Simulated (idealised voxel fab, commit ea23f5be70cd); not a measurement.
The following is a process module called voxel ribs on slabs.
Displayed cross-section: cut, width of 235 nm, square cells sized 5 nm.
In what follows, cross-sections appear as grids of square cells, described through bands that run from the top down, where every band is one or more rows of cells. What a band's entry tells you: where the top is and where the bottom is, as heights in nm, and after that what lies inside, material by material from left to right, each with its width in nm. Empty space is written as the word "empty", and a single material marked with the word "full width" occupies the band from edge to edge. Beneath 0, the wafer as received is one material, and that level is where height counting begins. The lowest band goes on downward without a bottom; it is written like "top 0, no bottom". Read "30..40" as a graded width: first number on top, second number at the bottom, same change between each pair of neighbouring rows. You'll sometimes find "no change" written for a step, and that's the way of saying that nowhere in the cross-section did a cell change during that step. Empty spaces without an open route to the top, at least 8 cells in extent, make up the entry "Sealed void list"; each is given as width x height at distance, where the distance is measured from the left edge, and all are in nm. On a step's line, text after the settings is the simulator commenting on that step. If you see "overlay nm" on a step's line and that step has a mask, it's telling you how far right of where it was planned the mask ended up; a negative number means it went left instead. In what follows, pairs of cross-sections are presented, each taken before and after one process step, with the after cross-section shown only down to the lowest band that was altered; the step, together with its settings, is stated below the pair. The pairs may stem from different runs of this module on the same starting wafer; accordingly, a pair should be taken as continuing from the one above it solely where its entry headed "State on entry" indicates as much.

## State on entry
  top 70, bottom 60: aC full width
  top 60, bottom 55: TiN full width
  top 55, bottom 45: SiO2 full width
  top 45, bottom 35: 90 nm SiO2, 30 nm polySi, 115 nm SiO2
  top 35, bottom 30: 70 nm SiO2, 90 nm polySi, 75 nm SiO2
  top 30, bottom 0: SiO2 full width
  top 0, no bottom: Si full width
  Sealed void list: none

## Cross-Section Thereafter
  top 95, bottom 70: 95 nm empty, 40 nm resist, 100 nm empty
  Below 70 it's all the same as before, nothing changed down there.
  Sealed void list: none
Step, pre vs post cross-sections above: PATTERN (tone cover; mask id HEATER; material resist; width nm 40; thk nm 25; overlay nm 0)

State on entry: the wafer arrives at this step looking as the after cross-section in the pair just above shows it.

## Cross-Section Thereafter
  top 85, bottom 70: 95 nm empty, 40 nm resist, 100 nm empty
  top 70, bottom 60: 95 nm empty, 40 nm aC, 100 nm empty
  Below 60 it's all the same as before, nothing changed down there.
  Sealed void list: none
Step, pre vs post cross-sections above: DIRECTIONAL_ETCH (etch materials aC; depth nm 10)

State on entry: the wafer arrives at this step looking as the after cross-section in the pair just above shows it.

## Cross-Section Thereafter
  top 70, bottom 60: 95 nm empty, 40 nm aC, 100 nm empty
  Below 60 it's all the same as before, nothing changed down there.
  Sealed void list: none
Step, pre vs post cross-sections above: STRIP (etch materials resist)

State on entry: the wafer arrives at this step looking as the after cross-section in the pair just above shows it.

## Cross-Section Thereafter
  top 70, bottom 60: 95 nm empty, 40 nm aC, 100 nm empty
  top 60, bottom 55: 95 nm empty, 40 nm TiN, 100 nm empty
  Below 55 it's all the same as before, nothing changed down there.
  Sealed void list: none
Step, pre vs post cross-sections above: DIRECTIONAL_ETCH (etch materials TiN; depth nm 5)

State on entry: the wafer arrives at this step looking as the after cross-section in the pair just above shows it.

## Cross-Section Thereafter
  top 60, bottom 55: 95 nm empty, 40 nm TiN, 100 nm empty
  Below 55 it's all the same as before, nothing changed down there.
  Sealed void list: none
Step, pre vs post cross-sections above: STRIP (etch materials aC)

State on entry: the wafer arrives at this step looking as the after cross-section in the pair just above shows it.

## Cross-Section Thereafter
  top 70, bottom 65: 85 nm empty, 60 nm SiN, 90 nm empty
  top 65, bottom 60: SiN full width
  top 60, bottom 55: 95 nm SiN, 40 nm TiN, 100 nm SiN
  Below 55 it's all the same as before, nothing changed down there.
  Sealed void list: none
Step, pre vs post cross-sections above: CONFORMAL_DEP (material SiN; thk nm 10)

## State on entry
  top 60, bottom 55: TiN full width
  top 55, bottom 45: SiO2 full width
  top 45, bottom 35: 100 nm SiO2, 30 nm polySi, 105 nm SiO2
  top 35, bottom 30: 70 nm SiO2, 90 nm polySi, 75 nm SiO2
  top 30, bottom 0: SiO2 full width
  top 0, no bottom: Si full width
  Sealed void list: none

## Cross-Section Thereafter
  top 70, bottom 55: TiN full width
  Below 55 it's all the same as before, nothing changed down there.
  Sealed void list: none
Step, pre vs post cross-sections above: DIRECTIONAL_DEP (material TiN; thk nm 10)

State on entry: the wafer arrives at this step looking as the after cross-section in the pair just above shows it.

## Cross-Section Thereafter
  top 95, bottom 70: 95 nm empty, 40 nm resist, 100 nm empty
  Below 70 it's all the same as before, nothing changed down there.
  Sealed void list: none
Step, pre vs post cross-sections above: PATTERN (tone cover; mask id HEATER; material resist; width nm 40; thk nm 25; overlay nm 0)

State on entry: the wafer arrives at this step looking as the after cross-section in the pair just above shows it.

## Cross-Section Thereafter
  top 85, bottom 70: 95 nm empty, 40 nm resist, 100 nm empty
  Below 70 it's all the same as before, nothing changed down there.
  Sealed void list: none
Step, pre vs post cross-sections above: DIRECTIONAL_ETCH (etch materials aC; depth nm 10)

State on entry: the wafer arrives at this step looking as the after cross-section in the pair just above shows it.

## Cross-Section Thereafter
  top 70, bottom 55: TiN full width
  Below 55 it's all the same as before, nothing changed down there.
  Sealed void list: none
Step, pre vs post cross-sections above: STRIP (etch materials resist)

State on entry: the wafer arrives at this step looking as the after cross-section in the pair just above shows it.

## Cross-Section Thereafter
  top 65, bottom 55: TiN full width
  Below 55 it's all the same as before, nothing changed down there.
  Sealed void list: none
Step, pre vs post cross-sections above: DIRECTIONAL_ETCH (etch materials TiN; depth nm 5)

State on entry: the wafer arrives at this step looking as the after cross-section in the pair just above shows it.

## Cross-Section Thereafter
  top 75, bottom 65: SiN full width
  Below 65 it's all the same as before, nothing changed down there.
  Sealed void list: none
Step, pre vs post cross-sections above: CONFORMAL_DEP (material SiN; thk nm 10)

## State on entry
  top 45, bottom 30: polySi full width
  top 30, bottom 0: SiO2 full width
  top 0, no bottom: Si full width
  Sealed void list: none

## Cross-Section Thereafter
  top 45, bottom 35: 100 nm polySi, 30 nm empty, 105 nm polySi
  Below 35 it's all the same as before, nothing changed down there.
  Sealed void list: none
Step, pre vs post cross-sections above: MASKED_ETCH (tone open; mask id RIB; width nm 30; etch materials polySi; depth nm 10; overlay nm 0)

State on entry: the wafer arrives at this step looking as the after cross-section in the pair just above shows it.

## Cross-Section Thereafter
  top 60, bottom 45: 70 nm empty, 90 nm resist, 75 nm empty
  top 45, bottom 35: 100 nm polySi, 30 nm resist, 105 nm polySi
  Below 35 it's all the same as before, nothing changed down there.
  Sealed void list: none
Step, pre vs post cross-sections above: PATTERN (tone cover; mask id SLAB; material resist; width nm 90; thk nm 15; overlay nm 0)

State on entry: the wafer arrives at this step looking as the after cross-section in the pair just above shows it.

## Cross-Section Thereafter
  top 60, bottom 45: 70 nm empty, 90 nm resist, 75 nm empty
  top 45, bottom 40: 70 nm empty, 30 nm polySi, 30 nm resist, 30 nm polySi, 75 nm empty
  Below 40 it's all the same as before, nothing changed down there.
  Sealed void list: none
Step, pre vs post cross-sections above: DIRECTIONAL_ETCH (etch materials polySi; depth nm 5)

State on entry: the wafer arrives at this step looking as the after cross-section in the pair just above shows it.

## Cross-Section Thereafter
  top 45, bottom 40: 70 nm empty, 30 nm polySi, 30 nm empty, 30 nm polySi, 75 nm empty
  top 40, bottom 35: 100 nm polySi, 30 nm empty, 105 nm polySi
  Below 35 it's all the same as before, nothing changed down there.
  Sealed void list: none
Step, pre vs post cross-sections above: STRIP (etch materials resist)

State on entry: the wafer arrives at this step looking as the after cross-section in the pair just above shows it.

## Cross-Section Thereafter
  top 60, bottom 45: SiO2 full width
  top 45, bottom 40: 70 nm SiO2, 30 nm polySi, 30 nm SiO2, 30 nm polySi, 75 nm SiO2
  top 40, bottom 35: 100 nm polySi, 30 nm SiO2, 105 nm polySi
  Below 35 it's all the same as before, nothing changed down there.
  Sealed void list: none
Step, pre vs post cross-sections above: FILL_DEP (material SiO2; thk nm 15)

State on entry: the wafer arrives at this step looking as the after cross-section in the pair just above shows it.

## Cross-Section Thereafter
  top 55, bottom 45: SiO2 full width
  Below 45 it's all the same as before, nothing changed down there.
  Sealed void list: none
Step, pre vs post cross-sections above: CMP (height nm 55)

State on entry: the wafer arrives at this step looking as the after cross-section in the pair just above shows it.

## Cross-Section Thereafter
  top 60, bottom 55: TiN full width
  Below 55 it's all the same as before, nothing changed down there.
  Sealed void list: none
Step, pre vs post cross-sections above: DIRECTIONAL_DEP (material TiN; thk nm 5)

State on entry: the wafer arrives at this step looking as the after cross-section in the pair just above shows it.

## Cross-Section Thereafter
  top 70, bottom 60: aC full width
  Below 60 it's all the same as before, nothing changed down there.
  Sealed void list: none
Step, pre vs post cross-sections above: DIRECTIONAL_DEP (material aC; thk nm 10)

State on entry: the wafer arrives at this step looking as the after cross-section in the pair just above shows it.

## Cross-Section Thereafter
  top 95, bottom 70: 95 nm empty, 40 nm resist, 100 nm empty
  Below 70 it's all the same as before, nothing changed down there.
  Sealed void list: none
Step, pre vs post cross-sections above: PATTERN (tone cover; mask id HEATER; material resist; width nm 40; thk nm 25; overlay nm 0)

State on entry: the wafer arrives at this step looking as the after cross-section in the pair just above shows it.

## Cross-Section Thereafter
  top 85, bottom 70: 95 nm empty, 40 nm resist, 100 nm empty
  top 70, bottom 60: 95 nm empty, 40 nm aC, 100 nm empty
  Below 60 it's all the same as before, nothing changed down there.
  Sealed void list: none
Step, pre vs post cross-sections above: DIRECTIONAL_ETCH (etch materials aC; depth nm 10)

State on entry: the wafer arrives at this step looking as the after cross-section in the pair just above shows it.

## Cross-Section Thereafter
  top 70, bottom 60: 95 nm empty, 40 nm aC, 100 nm empty
  Below 60 it's all the same as before, nothing changed down there.
  Sealed void list: none
Step, pre vs post cross-sections above: STRIP (etch materials resist)

State on entry: the wafer arrives at this step looking as the after cross-section in the pair just above shows it.

## Cross-Section Thereafter
  top 70, bottom 60: 95 nm empty, 40 nm aC, 100 nm empty
  top 60, bottom 55: 95 nm empty, 40 nm TiN, 100 nm empty
  Below 55 it's all the same as before, nothing changed down there.
  Sealed void list: none
Step, pre vs post cross-sections above: DIRECTIONAL_ETCH (etch materials TiN; depth nm 5)

State on entry: the wafer arrives at this step looking as the after cross-section in the pair just above shows it.

## Cross-Section Thereafter
  top 60, bottom 55: 95 nm empty, 40 nm TiN, 100 nm empty
  Below 55 it's all the same as before, nothing changed down there.
  Sealed void list: none
Step, pre vs post cross-sections above: STRIP (etch materials aC)

State on entry: the wafer arrives at this step looking as the after cross-section in the pair just above shows it.

## Cross-Section Thereafter
  top 70, bottom 65: 85 nm empty, 60 nm SiN, 90 nm empty
  top 65, bottom 60: SiN full width
  top 60, bottom 55: 95 nm SiN, 40 nm TiN, 100 nm SiN
  Below 55 it's all the same as before, nothing changed down there.
  Sealed void list: none
Step, pre vs post cross-sections above: CONFORMAL_DEP (material SiN; thk nm 10)
